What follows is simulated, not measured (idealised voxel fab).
The name of this process module is voxel spacer lines.
The figure presents cross-section cut, which has a width of 250 nm and is divided into square cells with an edge length of 5 nm.
For the purposes of this document, a cross-section shall be understood as a grid of square cells, specified as bands listed in top-to-bottom order, each band consisting of one or more rows of cells. Quick guide to a band line: top height, bottom height (nm) up front; then every material left to right with its width in nm. Only one material and it's marked "everywhere"? Then it fills the band edge to edge. And "air" just means empty space. Heights are measured from 0, the level below which the as-received wafer is all one material; the lowest band has no bottom and continues downward, written as in "from 0 down". The width entry "30 to 40" should be interpreted row by row: the top row of cells in the band takes the first number, the bottom row takes the second number, and the change between adjacent rows is uniform throughout. Where a step carries "remained the same", the cross-section came out of it unchanged, cell for cell. "Closed voids list" enumerates empty spaces isolated from the top, with no open way to it, that contain at least 8 cells, giving each as width x height at distance from the left edge, all three in nm. That trailing text on a step's line, after the settings, is the simulator's own remark on the step. The optional step-line setting "overlay nm" applies to steps with a mask and quantifies how far to the right of its planned location the mask lay, a negative value indicating leftward placement.

Planned process steps
- 1: RECEIVE, material Si
- 2: CONFORMAL_DEP, material Al2O3, thk nm 10
- 3: DIRECTIONAL_DEP, material TiN, thk nm 10
- 4: DIRECTIONAL_DEP, material aC, thk nm 20
- 5: PATTERN, tone cover, mask id MANDREL, material resist, width nm 20, pitch nm 60, thk nm 30, overlay nm 0
- 6: DIRECTIONAL_ETCH, etch materials aC, depth nm 20
- 7: STRIP, etch materials resist
- 8: CONFORMAL_DEP, material SiO2, thk nm 10
- 9: DIRECTIONAL_ETCH, etch materials SiO2, depth nm 5
- 10: STRIP, etch materials aC
- 11: DIRECTIONAL_ETCH, etch materials TiN, depth nm 10
- 12: STRIP, etch materials SiO2
- 13: FILL_DEP, material SiO2, thk nm 5
- 14: CMP, height nm 20
Among the wafers covered here, the point of difference is the depth nm at step 9; their starting state is shared, and the plan presents the value of the first wafer.

First wafer as received, after step 1
    from 0 down  Si everywhere
    Closed voids list: none

Depicted here is the first of several wafers in cross-section, at module completion following the last step, step 14
    from 20 to 10  TiN everywhere
    from 10 to 0  Al2O3 everywhere
    from 0 down  Si everywhere
    Closed voids list: none

Here's the last wafer cross-sectioned at the end of the module
    from 20 to 10  SiO2 45 nm; TiN 10 nm; SiO2 20 nm; TiN 10 nm; SiO2 20 nm; TiN 10 nm; SiO2 20 nm; TiN 10 nm; SiO2 20 nm; TiN 10 nm; SiO2 20 nm; TiN 10 nm; SiO2 45 nm
    from 10 to 0  Al2O3 everywhere
    from 0 down  Si everywhere
    Closed voids list: none

What follows is a table in which each wafer occupies a row; for the wafer as it stands at the close of the module, the row states, material by material, how many cells have been gained (+) or lost (-) since receipt, and then gives its closed voids
depth nm 5 | +100 Al2O3 | +100 TiN | Closed voids list: none
depth nm 10 | +100 Al2O3 | +76 SiO2 | +24 TiN | Closed voids list: none
depth nm 15 | +100 Al2O3 | +76 SiO2 | +24 TiN | Closed voids list: none
depth nm 20 | +100 Al2O3 | +76 SiO2 | +24 TiN | Closed voids list: none
depth nm 25 | +100 Al2O3 | +76 SiO2 | +24 TiN | Closed voids list: none
